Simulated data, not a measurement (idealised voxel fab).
Herein follows the process module entitled voxel air gaps.
In the cross-section labelled cut, the width is 200 nm and each square cell is 5 nm.
Notation: cross-section as square-cell grid; stated in bands, top first, going down; one or more cell rows per band. For a band, the entry starts with two heights in nm, that of the top and then that of the bottom, and carries on with the band's materials in order from left to right, each alongside its width in nm; the word "everywhere" beside a single material means it fills the band edge to edge, and "air" means empty space. Heights are measured from 0, the level below which the as-received wafer is all one material; the lowest band has no bottom and continues downward, written as in "0 nm and below". The two numbers in a width such as "30..40" mark its ends across the band: the first belongs to the top row of cells, the second to the bottom row, and from each row to the next the width moves by the same amount. Take "remains unaltered" at face value: in the step it is given for, the cross-section changed in none of its cells. Heads up: "Fully sealed voids" only lists the empty pockets with no open path to the top that are 8 cells or more, and it writes them as width x height at distance, distance from the left edge, in nm. after a step's settings: what the simulator itself notes on the step. "overlay nm", when on a step's line for a step with a mask, measures how far to the right of its planned place the mask lay; a negative measure means to the left.
[The process steps that were planned are listed below]
1) RECEIVE with material Si
2) CONFORMAL_DEP with material SiO2, thk nm 15
3) CONFORMAL_DEP with material SiN, thk nm 5
4) DIRECTIONAL_DEP with material SiO2, thk nm 35
5) DIRECTIONAL_DEP with material aC, thk nm 15
6) PATTERN with tone open, mask id LINES, material resist, width nm 15, pitch nm 40, thk nm 35, overlay nm 0
7) DIRECTIONAL_ETCH with etch materials aC, depth nm 15
8) STRIP with etch materials resist
9) DIRECTIONAL_ETCH with etch materials SiO2, depth nm 35
10) STRIP with etch materials aC
11) CONFORMAL_DEP with material TiN, thk nm 5
12) FILL_DEP with material W, thk nm 5
13) CMP with height nm 55
14) EPI with material Ru, thk nm 10
15) SELECTIVE_ETCH with etch materials SiO2, depth nm 45
16) CONFORMAL_DEP with material SiCN, thk nm 5
The wafers in this document start out alike and differ in the thk nm applied at step 11; the plan shows the value used for the first wafer.
[Cross-section, first of several wafers, as delivered after step 1]
0 nm and below | Si everywhere
Fully sealed voids: none
[Per-wafer rows below. For each material: cells gained (+) or lost (-) since the wafer was received, as of end of module. Then: closed voids]
thk nm 5, +42 Ru, +110 SiCN, +40 SiN, +120 SiO2, +45 TiN, +18 W, Fully sealed voids: 15 x 25 at 70; 15 x 25 at 110
thk nm 10, +42 Ru, +110 SiCN, +40 SiN, +120 SiO2, +63 TiN, Fully sealed voids: 15 x 25 at 70; 15 x 25 at 110
thk nm 15, +42 Ru, +110 SiCN, +40 SiN, +120 SiO2, +63 TiN, Fully sealed voids: 15 x 25 at 70; 15 x 25 at 110
thk nm 20, +42 Ru, +110 SiCN, +40 SiN, +120 SiO2, +63 TiN, Fully sealed voids: 15 x 25 at 70; 15 x 25 at 110
